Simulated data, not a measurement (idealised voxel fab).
The following process module bears the name voxel gate over fins.
cross-section cut | 230 nm wide | cells 5 nm
Bands, listed from the top down, are how a cross-section gets written in this document; the cross-section itself is a grid of square cells, and a band is one or more rows of them. Top height, bottom height, nm. Materials left to right, width each, nm. Single material + "all across" = fills band edge to edge. "blank" = empty. Height is counted from the level 0, under which the received wafer is composed throughout of one material. The lowest of the bands is not closed at the bottom but continues downward, in the notation "0 down". With a width like "30->40", each row of cells in the band differs from the next by the same amount, the top row carrying the first number and the bottom row the second. The cross-section has no changed cell in any step marked "same as before". Closed empty spaces (no open way to the top) of 8 cells or more are what "Sealed void listing" lists, each as width x height at distance from the left edge, nm for all three. If you see something after the settings on a step's line, that's the simulator's own remark about that step. overlay nm: on a step with a mask, how far right of its planned place the mask lay; negative means left.
### The process steps that were planned are listed below
1) RECEIVE [material Si]
2) CONFORMAL_DEP [material SiN] [thk nm 10]
3) MASKED_ETCH [tone cover] [mask id FINS] [width nm 15] [pitch nm 40] [etch materials SiN] [depth nm 10] [overlay nm 0]
4) MASKED_ETCH [tone cover] [mask id FINS] [width nm 15] [pitch nm 40] [etch materials Si] [depth nm 35] [overlay nm 0]
5) FILL_DEP [material SiO2] [thk nm 15]
6) CMP [height nm 10]
7) SELECTIVE_ETCH [etch materials SiO2] [depth nm 20]
8) STRIP [etch materials SiN]
9) CONFORMAL_DEP [material HfO2] [thk nm 5]
10) CONFORMAL_DEP [material TiN] [thk nm 5]
11) CONFORMAL_DEP [material TiAl] [thk nm 5]
12) CONFORMAL_DEP [material TiN] [thk nm 5]
13) FILL_DEP [material W] [thk nm 15]
14) CMP [height nm 30]
15) CONFORMAL_DEP [material SiCN] [thk nm 5]
### First wafer out of two, processed as planned
### As-received state of the wafer in cross-section, equivalent to post-step 1
* 0 down | Si all across
* Sealed void listing: none
### The following cross-section depicts the wafer upon completion of step 2
* 10 to 0 | SiN all across
* Below 0, the layers are the same as they were.
### The following cross-section depicts the wafer upon completion of step 3
* 10 to 0 | blank 45 nm, then SiN 15 nm, then blank 25 nm, then SiN 15 nm, then blank 25 nm, then SiN 15 nm, then blank 25 nm, then SiN 15 nm, then blank 50 nm
* Below 0, the layers are the same as they were.
### The following cross-section depicts the wafer upon completion of step 4
* 10 to 0 | blank 45 nm, then SiN 15 nm, then blank 25 nm, then SiN 15 nm, then blank 25 nm, then SiN 15 nm, then blank 25 nm, then SiN 15 nm, then blank 50 nm
* 0 to -35 | blank 45 nm, then Si 15 nm, then blank 25 nm, then Si 15 nm, then blank 25 nm, then Si 15 nm, then blank 25 nm, then Si 15 nm, then blank 50 nm
* Below -35, the layers are the same as they were.
### The following cross-section depicts the wafer upon completion of step 5
* 25 to 10 | SiO2 all across
* 10 to 0 | SiO2 45 nm, then SiN 15 nm, then SiO2 25 nm, then SiN 15 nm, then SiO2 25 nm, then SiN 15 nm, then SiO2 25 nm, then SiN 15 nm, then SiO2 50 nm
* 0 to -35 | SiO2 45 nm, then Si 15 nm, then SiO2 25 nm, then Si 15 nm, then SiO2 25 nm, then Si 15 nm, then SiO2 25 nm, then Si 15 nm, then SiO2 50 nm
* Below -35, the layers are the same as they were.
### The following cross-section depicts the wafer upon completion of step 6
* 10 to 0 | SiO2 45 nm, then SiN 15 nm, then SiO2 25 nm, then SiN 15 nm, then SiO2 25 nm, then SiN 15 nm, then SiO2 25 nm, then SiN 15 nm, then SiO2 50 nm
* Below 0, the layers are the same as they were.
### The following cross-section depicts the wafer upon completion of step 7
* 10 to 0 | blank 45 nm, then SiN 15 nm, then blank 25 nm, then SiN 15 nm, then blank 25 nm, then SiN 15 nm, then blank 25 nm, then SiN 15 nm, then blank 50 nm
* 0 to -10 | blank 45 nm, then Si 15 nm, then blank 25 nm, then Si 15 nm, then blank 25 nm, then Si 15 nm, then blank 25 nm, then Si 15 nm, then blank 50 nm
* Below -10, the layers are the same as they were.
### The following cross-section depicts the wafer upon completion of step 8
* 0 to -10 | blank 45 nm, then Si 15 nm, then blank 25 nm, then Si 15 nm, then blank 25 nm, then Si 15 nm, then blank 25 nm, then Si 15 nm, then blank 50 nm
* Below -10, the layers are the same as they were.
### The following cross-section depicts the wafer upon completion of step 9
* 5 to 0 | blank 40 nm, then HfO2 25 nm, then blank 15 nm, then HfO2 25 nm, then blank 15 nm, then HfO2 25 nm, then blank 15 nm, then HfO2 25 nm, then blank 45 nm
* 0 to -5 | blank 40 nm, then HfO2 5 nm, then Si 15 nm, then HfO2 5 nm, then blank 15 nm, then HfO2 5 nm, then Si 15 nm, then HfO2 5 nm, then blank 15 nm, then HfO2 5 nm, then Si 15 nm, then HfO2 5 nm, then blank 15 nm, then HfO2 5 nm, then Si 15 nm, then HfO2 5 nm, then blank 45 nm
* -5 to -10 | HfO2 45 nm, then Si 15 nm, then HfO2 25 nm, then Si 15 nm, then HfO2 25 nm, then Si 15 nm, then HfO2 25 nm, then Si 15 nm, then HfO2 50 nm
* Below -10, the layers are the same as they were.
### The following cross-section depicts the wafer upon completion of step 10
* 10 to 5 | blank 35 nm, then TiN 35 nm, then blank 5 nm, then TiN 35 nm, then blank 5 nm, then TiN 35 nm, then blank 5 nm, then TiN 35 nm, then blank 40 nm
* 5 to 0 | blank 35 nm, then TiN 5 nm, then HfO2 25 nm, then TiN 5 nm, then blank 5 nm, then TiN 5 nm, then HfO2 25 nm, then TiN 5 nm, then blank 5 nm, then TiN 5 nm, then HfO2 25 nm, then TiN 5 nm, then blank 5 nm, then TiN 5 nm, then HfO2 25 nm, then TiN 5 nm, then blank 40 nm
* 0 to -5 | TiN 40 nm, then HfO2 5 nm, then Si 15 nm, then HfO2 5 nm, then TiN 15 nm, then HfO2 5 nm, then Si 15 nm, then HfO2 5 nm, then TiN 15 nm, then HfO2 5 nm, then Si 15 nm, then HfO2 5 nm, then TiN 15 nm, then HfO2 5 nm, then Si 15 nm, then HfO2 5 nm, then TiN 45 nm
* Below -5, the layers are the same as they were.
### The following cross-section depicts the wafer upon completion of step 11
* 15 to 10 | blank 30 nm, then TiAl 165 nm, then blank 35 nm
* 10 to 5 | blank 30 nm, then TiAl 5 nm, then TiN 35 nm, then TiAl 5 nm, then TiN 35 nm, then TiAl 5 nm, then TiN 35 nm, then TiAl 5 nm, then TiN 35 nm, then TiAl 5 nm, then blank 35 nm
* 5 to 0 | TiAl 35 nm, then TiN 5 nm, then HfO2 25 nm, then TiN 5 nm, then TiAl 5 nm, then TiN 5 nm, then HfO2 25 nm, then TiN 5 nm, then TiAl 5 nm, then TiN 5 nm, then HfO2 25 nm, then TiN 5 nm, then TiAl 5 nm, then TiN 5 nm, then HfO2 25 nm, then TiN 5 nm, then TiAl 40 nm
* Below 0, the layers are the same as they were.
### The following cross-section depicts the wafer upon completion of step 12
* 20 to 15 | blank 25 nm, then TiN 175 nm, then blank 30 nm
* 15 to 10 | blank 25 nm, then TiN 5 nm, then TiAl 165 nm, then TiN 5 nm, then blank 30 nm
* 10 to 5 | TiN 30 nm, then TiAl 5 nm, then TiN 35 nm, then TiAl 5 nm, then TiN 35 nm, then TiAl 5 nm, then TiN 35 nm, then TiAl 5 nm, then TiN 35 nm, then TiAl 5 nm, then TiN 35 nm
* Below 5, the layers are the same as they were.
### The following cross-section depicts the wafer upon completion of step 13
* 35 to 20 | W all across
* 20 to 15 | W 25 nm, then TiN 175 nm, then W 30 nm
* 15 to 10 | W 25 nm, then TiN 5 nm, then TiAl 165 nm, then TiN 5 nm, then W 30 nm
* Below 10, the layers are the same as they were.
### The following cross-section depicts the wafer upon completion of step 14
* 30 to 20 | W all across
* Below 20, the layers are the same as they were.
### The following cross-section depicts the wafer upon completion of step 15
* 35 to 30 | SiCN all across
* Below 30, the layers are the same as they were.
### What follows concerns the second wafer, which started out like the first and was meant to follow the very same plan; one mistake crept in when it was run, but everything up to and including step 3 is the same as for the first wafer
### Planned end of step 4: second wafer, cross-section
* 10 to 0 | blank 45 nm, then SiN 15 nm, then blank 25 nm, then SiN 15 nm, then blank 25 nm, then SiN 15 nm, then blank 25 nm, then SiN 15 nm, then blank 50 nm
* 0 to -70 | blank 45 nm, then Si 15 nm, then blank 25 nm, then Si 15 nm, then blank 25 nm, then Si 15 nm, then blank 25 nm, then Si 15 nm, then blank 50 nm
* Below -70, the layers are the same as they were.
### Planned end of step 5: second wafer, cross-section
* 25 to 10 | SiO2 all across
* 10 to 0 | SiO2 45 nm, then SiN 15 nm, then SiO2 25 nm, then SiN 15 nm, then SiO2 25 nm, then SiN 15 nm, then SiO2 25 nm, then SiN 15 nm, then SiO2 50 nm
* 0 to -70 | SiO2 45 nm, then Si 15 nm, then SiO2 25 nm, then Si 15 nm, then SiO2 25 nm, then Si 15 nm, then SiO2 25 nm, then Si 15 nm, then SiO2 50 nm
* Below -70, the layers are the same as they were.
### Planned end of step 6: second wafer, cross-section
* 10 to 0 | SiO2 45 nm, then SiN 15 nm, then SiO2 25 nm, then SiN 15 nm, then SiO2 25 nm, then SiN 15 nm, then SiO2 25 nm, then SiN 15 nm, then SiO2 50 nm
* Below 0, the layers are the same as they were.
### Planned end of step 7: second wafer, cross-section
* 10 to 0 | blank 45 nm, then SiN 15 nm, then blank 25 nm, then SiN 15 nm, then blank 25 nm, then SiN 15 nm, then blank 25 nm, then SiN 15 nm, then blank 50 nm
* 0 to -10 | blank 45 nm, then Si 15 nm, then blank 25 nm, then Si 15 nm, then blank 25 nm, then Si 15 nm, then blank 25 nm, then Si 15 nm, then blank 50 nm
* Below -10, the layers are the same as they were.
### Planned end of step 8: second wafer, cross-section
* 0 to -10 | blank 45 nm, then Si 15 nm, then blank 25 nm, then Si 15 nm, then blank 25 nm, then Si 15 nm, then blank 25 nm, then Si 15 nm, then blank 50 nm
* Below -10, the layers are the same as they were.
### Planned end of step 9: second wafer, cross-section
* 5 to 0 | blank 40 nm, then HfO2 25 nm, then blank 15 nm, then HfO2 25 nm, then blank 15 nm, then HfO2 25 nm, then blank 15 nm, then HfO2 25 nm, then blank 45 nm
* 0 to -5 | blank 40 nm, then HfO2 5 nm, then Si 15 nm, then HfO2 5 nm, then blank 15 nm, then HfO2 5 nm, then Si 15 nm, then HfO2 5 nm, then blank 15 nm, then HfO2 5 nm, then Si 15 nm, then HfO2 5 nm, then blank 15 nm, then HfO2 5 nm, then Si 15 nm, then HfO2 5 nm, then blank 45 nm
* -5 to -10 | HfO2 45 nm, then Si 15 nm, then HfO2 25 nm, then Si 15 nm, then HfO2 25 nm, then Si 15 nm, then HfO2 25 nm, then Si 15 nm, then HfO2 50 nm
* Below -10, the layers are the same as they were.
### Planned end of step 10: second wafer, cross-section
* 10 to 5 | blank 35 nm, then TiN 35 nm, then blank 5 nm, then TiN 35 nm, then blank 5 nm, then TiN 35 nm, then blank 5 nm, then TiN 35 nm, then blank 40 nm
* 5 to 0 | blank 35 nm, then TiN 5 nm, then HfO2 25 nm, then TiN 5 nm, then blank 5 nm, then TiN 5 nm, then HfO2 25 nm, then TiN 5 nm, then blank 5 nm, then TiN 5 nm, then HfO2 25 nm, then TiN 5 nm, then blank 5 nm, then TiN 5 nm, then HfO2 25 nm, then TiN 5 nm, then blank 40 nm
* 0 to -5 | TiN 40 nm, then HfO2 5 nm, then Si 15 nm, then HfO2 5 nm, then TiN 15 nm, then HfO2 5 nm, then Si 15 nm, then HfO2 5 nm, then TiN 15 nm, then HfO2 5 nm, then Si 15 nm, then HfO2 5 nm, then TiN 15 nm, then HfO2 5 nm, then Si 15 nm, then HfO2 5 nm, then TiN 45 nm
* Below -5, the layers are the same as they were.
### Planned end of step 11: second wafer, cross-section
* 15 to 10 | blank 30 nm, then TiAl 165 nm, then blank 35 nm
* 10 to 5 | blank 30 nm, then TiAl 5 nm, then TiN 35 nm, then TiAl 5 nm, then TiN 35 nm, then TiAl 5 nm, then TiN 35 nm, then TiAl 5 nm, then TiN 35 nm, then TiAl 5 nm, then blank 35 nm
* 5 to 0 | TiAl 35 nm, then TiN 5 nm, then HfO2 25 nm, then TiN 5 nm, then TiAl 5 nm, then TiN 5 nm, then HfO2 25 nm, then TiN 5 nm, then TiAl 5 nm, then TiN 5 nm, then HfO2 25 nm, then TiN 5 nm, then TiAl 5 nm, then TiN 5 nm, then HfO2 25 nm, then TiN 5 nm, then TiAl 40 nm
* Below 0, the layers are the same as they were.
### Planned end of step 12: second wafer, cross-section
* 20 to 15 | blank 25 nm, then TiN 175 nm, then blank 30 nm
* 15 to 10 | blank 25 nm, then TiN 5 nm, then TiAl 165 nm, then TiN 5 nm, then blank 30 nm
* 10 to 5 | TiN 30 nm, then TiAl 5 nm, then TiN 35 nm, then TiAl 5 nm, then TiN 35 nm, then TiAl 5 nm, then TiN 35 nm, then TiAl 5 nm, then TiN 35 nm, then TiAl 5 nm, then TiN 35 nm
* Below 5, the layers are the same as they were.
### Planned end of step 13: second wafer, cross-section
* 35 to 20 | W all across
* 20 to 15 | W 25 nm, then TiN 175 nm, then W 30 nm
* 15 to 10 | W 25 nm, then TiN 5 nm, then TiAl 165 nm, then TiN 5 nm, then W 30 nm
* Below 10, the layers are the same as they were.
### Planned end of step 14: second wafer, cross-section
* 30 to 20 | W all across
* Below 20, the layers are the same as they were.
### Planned end of step 15: second wafer, cross-section
* 35 to 30 | SiCN all across
* Below 30, the layers are the same as they were.
Plan not followed: the plan's step 4 ran twice
The second wafer ends with more or fewer cells of some materials than the first, per final count: -238 Si | +238 SiO2
